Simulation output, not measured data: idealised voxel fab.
process module | voxel trench capacitor
cross-section cut | 260 nm wide | cells 5 nm
A cross-section is a grid of square cells, given in bands from the top down. A band is one or more rows of cells.
Each band's line starts with the height of the band's top and of its bottom, in nm. Then come its materials from left to right, each with its width in nm. One material with "throughout" fills the band from edge to edge. "air" is empty space.
Height 0 is the level under which the wafer as received is all one material. The lowest band goes on downwards, as in "0 down".
A width such as "30 to 40" changes by the same amount from each row of cells to the next, from the band's top row to its bottom row.
"no change" after a step means that no cell of the cross-section changed.
closed voids: empty space of 8 cells or more with no open way to the top, each as width x height at its distance from the left edge, in nm
after a step's settings: what the simulator itself notes on the step
overlay nm, on a step with a mask: how far to the right of its planned place the mask lay; to the left if negative
plan
1 op RECEIVE | material Si
2 op CONFORMAL_DEP | material SiN | thk nm 5
3 op DIRECTIONAL_DEP | material aC | thk nm 10
4 op PATTERN | tone open | mask id TRENCH | material resist | width nm 20 | pitch nm 40 | thk nm 30 | overlay nm 0
5 op DIRECTIONAL_ETCH | etch materials aC | depth nm 10
6 op STRIP | etch materials resist
7 op DIRECTIONAL_ETCH | etch materials SiN | depth nm 5
8 op DIRECTIONAL_ETCH | etch materials Si | depth nm 30
9 op STRIP | etch materials aC
10 op CONFORMAL_DEP | material Al2O3 | thk nm 5
11 op FILL_DEP | material polySi | thk nm 10
12 op CMP | height nm 5
first wafer, as planned
as received, after step 1
  0 down: Si throughout
  closed voids: none
after step 2
  5 to 0: SiN throughout
  below 0: unchanged
after step 3
  15 to 5: aC throughout
  below 5: unchanged
after step 4
  45 to 15: resist 100 | air 20 | resist 20 | air 20 | resist 100
  below 15: unchanged
after step 5
  35 to 15: resist 100 | air 20 | resist 20 | air 20 | resist 100
  15 to 5: aC 100 | air 20 | aC 20 | air 20 | aC 100
  below 5: unchanged
after step 6
  15 to 5: aC 100 | air 20 | aC 20 | air 20 | aC 100
  below 5: unchanged
after step 7
  15 to 5: aC 100 | air 20 | aC 20 | air 20 | aC 100
  5 to 0: SiN 100 | air 20 | SiN 20 | air 20 | SiN 100
  below 0: unchanged
after step 8
  15 to 5: aC 100 | air 20 | aC 20 | air 20 | aC 100
  5 to 0: SiN 100 | air 20 | SiN 20 | air 20 | SiN 100
  0 to -30: Si 100 | air 20 | Si 20 | air 20 | Si 100
  below -30: unchanged
after step 9
  5 to 0: SiN 100 | air 20 | SiN 20 | air 20 | SiN 100
  below 0: unchanged
after step 10
  10 to 5: Al2O3 105 | air 10 | Al2O3 30 | air 10 | Al2O3 105
  5 to 0: SiN 100 | Al2O3 5 | air 10 | Al2O3 5 | SiN 20 | Al2O3 5 | air 10 | Al2O3 5 | SiN 100
  0 to -25: Si 100 | Al2O3 5 | air 10 | Al2O3 5 | Si 20 | Al2O3 5 | air 10 | Al2O3 5 | Si 100
  -25 to -30: Si 100 | Al2O3 20 | Si 20 | Al2O3 20 | Si 100
  below -30: unchanged
after step 11
  20 to 10: polySi throughout
  10 to 5: Al2O3 105 | polySi 10 | Al2O3 30 | polySi 10 | Al2O3 105
  5 to 0: SiN 100 | Al2O3 5 | polySi 10 | Al2O3 5 | SiN 20 | Al2O3 5 | polySi 10 | Al2O3 5 | SiN 100
  0 to -25: Si 100 | Al2O3 5 | polySi 10 | Al2O3 5 | Si 20 | Al2O3 5 | polySi 10 | Al2O3 5 | Si 100
  below -25: unchanged
after step 12
  5 to 0: SiN 100 | Al2O3 5 | polySi 10 | Al2O3 5 | SiN 20 | Al2O3 5 | polySi 10 | Al2O3 5 | SiN 100
  below 0: unchanged
second wafer: like start, like plan, one mistake. Through step 3 it matches the first wafer
when step 4 should have ended
  45 to 15: air 100 | resist 20 | air 20 | resist 20 | air 100
  below 15: unchanged
when step 5 should have ended
  35 to 15: air 100 | resist 20 | air 20 | resist 20 | air 100
  15 to 5: air 100 | aC 20 | air 20 | aC 20 | air 100
  below 5: unchanged
when step 6 should have ended
  15 to 5: air 100 | aC 20 | air 20 | aC 20 | air 100
  below 5: unchanged
when step 7 should have ended
  15 to 5: air 100 | aC 20 | air 20 | aC 20 | air 100
  5 to 0: air 100 | SiN 20 | air 20 | SiN 20 | air 100
  below 0: unchanged
when step 8 should have ended
  15 to 5: air 100 | aC 20 | air 20 | aC 20 | air 100
  5 to 0: air 100 | SiN 20 | air 20 | SiN 20 | air 100
  0 to -30: air 100 | Si 20 | air 20 | Si 20 | air 100
  below -30: unchanged
when step 9 should have ended
  5 to 0: air 100 | SiN 20 | air 20 | SiN 20 | air 100
  below 0: unchanged
when step 10 should have ended
  10 to 5: air 95 | Al2O3 30 | air 10 | Al2O3 30 | air 95
  5 to 0: air 95 | Al2O3 5 | SiN 20 | Al2O3 5 | air 10 | Al2O3 5 | SiN 20 | Al2O3 5 | air 95
  0 to -25: air 95 | Al2O3 5 | Si 20 | Al2O3 5 | air 10 | Al2O3 5 | Si 20 | Al2O3 5 | air 95
  -25 to -30: Al2O3 100 | Si 20 | Al2O3 20 | Si 20 | Al2O3 100
  below -30: unchanged
when step 11 should have ended
  20 to 10: polySi throughout
  10 to 5: polySi 95 | Al2O3 30 | polySi 10 | Al2O3 30 | polySi 95
  5 to 0: polySi 95 | Al2O3 5 | SiN 20 | Al2O3 5 | polySi 10 | Al2O3 5 | SiN 20 | Al2O3 5 | polySi 95
  0 to -25: polySi 95 | Al2O3 5 | Si 20 | Al2O3 5 | polySi 10 | Al2O3 5 | Si 20 | Al2O3 5 | polySi 95
  below -25: unchanged
when step 12 should have ended
  5 to 0: polySi 95 | Al2O3 5 | SiN 20 | Al2O3 5 | polySi 10 | Al2O3 5 | SiN 20 | Al2O3 5 | polySi 95
  below 0: unchanged
what went wrong: step 4 ran as: op PATTERN | tone cover | mask id TRENCH | material resist | width nm 20 | pitch nm 40 | thk nm 30 | overlay nm 0
at the end the second wafer has, in cells: 36 more of Al2O3 | 216 fewer of Si | 36 fewer of SiN | 216 more of polySi
